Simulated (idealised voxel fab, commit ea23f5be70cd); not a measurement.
The process module presented herein is designated voxel self aligned contacts.
Each square cell in cross-section cut measures 5 nm, and the section as a whole is 250 nm wide.
Cross-section layout: square cells on a grid; listed as bands, top to bottom; a band spans one or more cell rows.
The entry gives the band's vertical extent as a top height and a bottom height in nm, then its horizontal make-up as materials from left to right, each with a width in nm. "empty" stands for empty space; a single material marked "full width" fills the band edge to edge.
Heads up on the height convention: 0 is the point under which the incoming wafer is all one material, and the lowest band has no bottom, it just keeps going down, like "0 down".
With a width like "30 to 40", each row of cells in the band differs from the next by the same amount, the top row carrying the first number and the bottom row the second.
The designation "changes: none", where it is given for a processing step, indicates that no cell of the cross-section was altered in the course of that step.
The label "Completely enclosed voids" introduces a list of the empty spaces, 8 cells or larger, that have no open way up to the top; each entry in it reads width x height at distance, where the distance is taken from the left edge and all three are stated in nm.
Formally, on a step line, whatever follows the settings is a remark that the simulator itself makes on the step.
overlay nm: for a step with a mask, the amount by which the mask lay right of where it was planned; a negative amount means left of it.
### Listed below are the process steps as planned
1: RECEIVE, material Si
2: OXIDIZE, depth nm 5
3: DIRECTIONAL_DEP, material polySi, thk nm 20
4: DIRECTIONAL_DEP, material SiN, thk nm 20
5: MASKED_ETCH, tone cover, mask id GATE, width nm 25, pitch nm 60, etch materials SiN, depth nm 20, overlay nm 0
6: MASKED_ETCH, tone cover, mask id GATE, width nm 25, pitch nm 60, etch materials polySi, depth nm 20, overlay nm 0
7: CONFORMAL_DEP, material SiN, thk nm 10
8: DIRECTIONAL_ETCH, etch materials SiN, depth nm 10
9: FILL_DEP, material SiO2, thk nm 10
10: CMP, height nm 45
11: MASKED_ETCH, tone open, mask id CONTACT, width nm 45, pitch nm 60, etch materials SiO2, depth nm 50, overlay nm 0
12: CONFORMAL_DEP, material TiN, thk nm 5
13: FILL_DEP, material Ru, thk nm 10
14: CMP, height nm 45
15: CONFORMAL_DEP, material SiCN, thk nm 5
### Cross-section of the wafer as it came to us, i.e., already through step 1
	0 down | Si full width
	Completely enclosed voids: none
### Cross-sectional result after module completion. Note: starting condition and plan are unchanged from above; one processing mistake was made
	50 to 45 | SiCN full width
	45 to 40 | SiO2 70 nm / TiN 45 nm / SiO2 15 nm / TiN 45 nm / SiO2 75 nm
	40 to 20 | SiN 60 nm / SiO2 5 nm / SiN 55 nm / SiO2 5 nm / SiN 55 nm / SiO2 5 nm / SiN 65 nm
	20 to 0 | polySi full width
	0 to -5 | SiO2 full width
	-5 down | Si full width
	Completely enclosed voids: none
Nonconformance to the process plan: so step 5 ended up running with a different setting than we planned, it ran as MASKED_ETCH, tone open, mask id GATE, width nm 25, pitch nm 60, etch materials SiN, depth nm 20, overlay nm 0
